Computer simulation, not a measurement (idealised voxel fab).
Name of the process module below: voxel spacer lines
Displayed cross-section: cut, width of 235 nm, square cells sized 5 nm.
The cross-sections in this document take the form of a grid made of square cells. They are written out as bands, in order from top to bottom. Each band consists of one or more rows of cells. Top, bottom (nm), then materials left to right with widths (nm); lone material tagged "all across" fills the whole band edge to edge; "empty" = empty space. Measure heights from 0. That's the level where, below it, the as-received wafer is all one material. The lowest band is bottomless and extends downward; write it as in "from 0 down". Top row gets the first number, bottom row gets the second, and each row in between changes by the same step: that is how a band width like "30 to 40" works. Basically "no modification" means that step didn't change any cell in the cross-section. Heads up: "Non-vented voids" only lists the empty pockets with no open path to the top that are 8 cells or more, and it writes them as width x height at distance, distance from the left edge, in nm. Where a step's line continues beyond its settings, the continuation is a remark by the simulator itself on that step. overlay nm: mask right of planned place by this much (step with mask). Neg. = left.
So here's the lineup of process steps we planned:
1) RECEIVE: material Si
2) CONFORMAL_DEP: material Al2O3, thk nm 10
3) DIRECTIONAL_DEP: material SiN, thk nm 15
4) DIRECTIONAL_DEP: material polySi, thk nm 20
5) PATTERN: tone cover, mask id MANDREL, material resist, width nm 20, pitch nm 70, thk nm 25, overlay nm 0
6) DIRECTIONAL_ETCH: etch materials polySi, depth nm 20
7) STRIP: etch materials resist
8) CONFORMAL_DEP: material SiO2, thk nm 15
9) DIRECTIONAL_ETCH: etch materials SiO2, depth nm 15
10) STRIP: etch materials polySi
11) DIRECTIONAL_ETCH: etch materials SiN, depth nm 15
12) STRIP: etch materials SiO2
13) FILL_DEP: material lowk, thk nm 5
14) CMP: height nm 25
On the first of the two wafers: run conducted according to plan:
Cross-section of the wafer at receipt, which is the condition after step 1:
    from 0 down | Si all across
    Non-vented voids: none
Step 2 complete: cross-section through the wafer:
    from 10 to 0 | Al2O3 all across
    Unchanged below 0.
Step 3 complete: cross-section through the wafer:
    from 25 to 10 | SiN all across
    Unchanged below 10.
Step 4 complete: cross-section through the wafer:
    from 45 to 25 | polySi all across
    Unchanged below 25.
Step 5 complete: cross-section through the wafer:
    from 70 to 45 | 70 empty; 20 resist; 50 empty; 20 resist; 75 empty
    Unchanged below 45.
Step 6 complete: cross-section through the wafer:
    from 70 to 45 | 70 empty; 20 resist; 50 empty; 20 resist; 75 empty
    from 45 to 25 | 70 empty; 20 polySi; 50 empty; 20 polySi; 75 empty
    Unchanged below 25.
Step 7 complete: cross-section through the wafer:
    from 45 to 25 | 70 empty; 20 polySi; 50 empty; 20 polySi; 75 empty
    Unchanged below 25.
Step 8 complete: cross-section through the wafer:
    from 60 to 45 | 55 empty; 50 SiO2; 20 empty; 50 SiO2; 60 empty
    from 45 to 40 | 55 empty; 15 SiO2; 20 polySi; 15 SiO2; 20 empty; 15 SiO2; 20 polySi; 15 SiO2; 60 empty
    from 40 to 25 | 70 SiO2; 20 polySi; 50 SiO2; 20 polySi; 75 SiO2
    Unchanged below 25.
Step 9 complete: cross-section through the wafer:
    from 45 to 25 | 55 empty; 15 SiO2; 20 polySi; 15 SiO2; 20 empty; 15 SiO2; 20 polySi; 15 SiO2; 60 empty
    Unchanged below 25.
Step 10 complete: cross-section through the wafer:
    from 45 to 25 | 55 empty; 15 SiO2; 20 empty; 15 SiO2; 20 empty; 15 SiO2; 20 empty; 15 SiO2; 60 empty
    Unchanged below 25.
Step 11 complete: cross-section through the wafer:
    from 45 to 25 | 55 empty; 15 SiO2; 20 empty; 15 SiO2; 20 empty; 15 SiO2; 20 empty; 15 SiO2; 60 empty
    from 25 to 10 | 55 empty; 15 SiN; 20 empty; 15 SiN; 20 empty; 15 SiN; 20 empty; 15 SiN; 60 empty
    Unchanged below 10.
Step 12 complete: cross-section through the wafer:
    from 25 to 10 | 55 empty; 15 SiN; 20 empty; 15 SiN; 20 empty; 15 SiN; 20 empty; 15 SiN; 60 empty
    Unchanged below 10.
Step 13 complete: cross-section through the wafer:
    from 30 to 25 | lowk all across
    from 25 to 10 | 55 lowk; 15 SiN; 20 lowk; 15 SiN; 20 lowk; 15 SiN; 20 lowk; 15 SiN; 60 lowk
    Unchanged below 10.
Step 14 complete: cross-section through the wafer:
    from 25 to 10 | 55 lowk; 15 SiN; 20 lowk; 15 SiN; 20 lowk; 15 SiN; 20 lowk; 15 SiN; 60 lowk
    Unchanged below 10.
Wafer two: like wafer one in start and plan, but with one mistake in execution; identical up to and including step 2:
Cross-section: second wafer, time at which step 3 was scheduled to end:
    from 30 to 10 | polySi all across
    Unchanged below 10.
Cross-section: second wafer, time at which step 4 was scheduled to end:
    from 45 to 30 | SiN all across
    Unchanged below 30.
Cross-section: second wafer, time at which step 5 was scheduled to end:
    from 70 to 45 | 70 empty; 20 resist; 50 empty; 20 resist; 75 empty
    Unchanged below 45.
Cross-section: second wafer, time at which step 6 was scheduled to end: no modification
Cross-section: second wafer, time at which step 7 was scheduled to end:
    from 45 to 30 | SiN all across
    Unchanged below 30.
Cross-section: second wafer, time at which step 8 was scheduled to end:
    from 60 to 45 | SiO2 all across
    Unchanged below 45.
Cross-section: second wafer, time at which step 9 was scheduled to end:
    from 45 to 30 | SiN all across
    Unchanged below 30.
Cross-section: second wafer, time at which step 10 was scheduled to end: no modification
Cross-section: second wafer, time at which step 11 was scheduled to end:
    from 30 to 10 | polySi all across
    Unchanged below 10.
Cross-section: second wafer, time at which step 12 was scheduled to end: no modification
Cross-section: second wafer, time at which step 13 was scheduled to end:
    from 35 to 30 | lowk all across
    Unchanged below 30.
Cross-section: second wafer, time at which step 14 was scheduled to end:
    from 25 to 10 | polySi all across
    Unchanged below 10.
Error vs. plan: a sequencing error occurred in which plan steps 3 and 4 were transposed
Per the end-of-run cell counts, the second wafer holds more or fewer of some materials than the first: SiN: 36 fewer; lowk: 105 fewer; polySi: 141 more
